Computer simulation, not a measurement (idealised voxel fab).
The name of this process module is voxel ribs on slabs.
Square cell edge 5 nm, section width 210 nm, ID cut.
In what follows, cross-sections appear as grids of square cells, described through bands that run from the top down, where every band is one or more rows of cells. This entry defines a band. It first specifies the height of the band's top and the height of its bottom in nm, and then specifies the band's materials from left to right, stating each material with its width in nm. The word "everywhere" identifies a single material that fills the band from edge to edge, while the word "air" identifies empty space. Heights from 0 (as-received wafer is one material below). Bottom band endless downward, as "0 nm and below". Width: "30 to 40" (first number = top row, second number = bottom row, same change from row to row of cells). Basically "nothing was modified" means that step didn't change any cell in the cross-section. The list in "Closed void entries" covers empty spaces of 8 cells or more that cannot reach the top through any open way, and it gives each as width x height at distance; the distance is from the left edge, and width, height and distance are in nm. Note: text after step settings on the step line = simulator remark on that step. "overlay nm" denotes, for a step that has a mask, the displacement of the mask to the right of its planned place, with negative values corresponding to the left.

The steps planned for the process are as follows:
1. RECEIVE, material Si
2. DIRECTIONAL_DEP, material SiO2, thk nm 20
3. DIRECTIONAL_DEP, material SiN, thk nm 20
4. PATTERN, tone cover, mask id RIB, material resist, width nm 30, thk nm 20, overlay nm 0
5. DIRECTIONAL_ETCH, etch materials SiN, depth nm 15
6. STRIP, etch materials resist
7. PATTERN, tone cover, mask id SLAB, material resist, width nm 90, thk nm 20, overlay nm 0
8. DIRECTIONAL_ETCH, etch materials SiN, depth nm 5
9. STRIP, etch materials resist
10. FILL_DEP, material SiO2, thk nm 15
11. CMP, height nm 50
12. DIRECTIONAL_DEP, material W, thk nm 5
13. PATTERN, tone cover, mask id HEATER, material resist, width nm 40, thk nm 20, overlay nm 0
14. DIRECTIONAL_ETCH, etch materials W, depth nm 5
15. STRIP, etch materials resist
16. CONFORMAL_DEP, material SiN, thk nm 5

Shown in cross-section is the wafer as received, that is, as it stands after step 1:
* 0 nm and below = Si everywhere
* Closed void entries: none

Starting wafer: above. Plan: above. Run: one mistake. Cross-section after the module: below:
* 60 nm to 55 nm = 80 of air | 50 of SiN | 80 of air
* 55 nm to 50 nm = 85 of SiN | 40 of W | 85 of SiN
* 50 nm to 35 nm = 90 of SiO2 | 30 of SiN | 90 of SiO2
* 35 nm to 30 nm = 60 of SiO2 | 90 of SiN | 60 of SiO2
* 30 nm to 0 nm = SiO2 everywhere
* 0 nm and below = Si everywhere
* Closed void entries: none
The mistake made against the process plan was this: step 2 was processed under conditions differing from the plan, specifically as DIRECTIONAL_DEP, material SiO2, thk nm 30
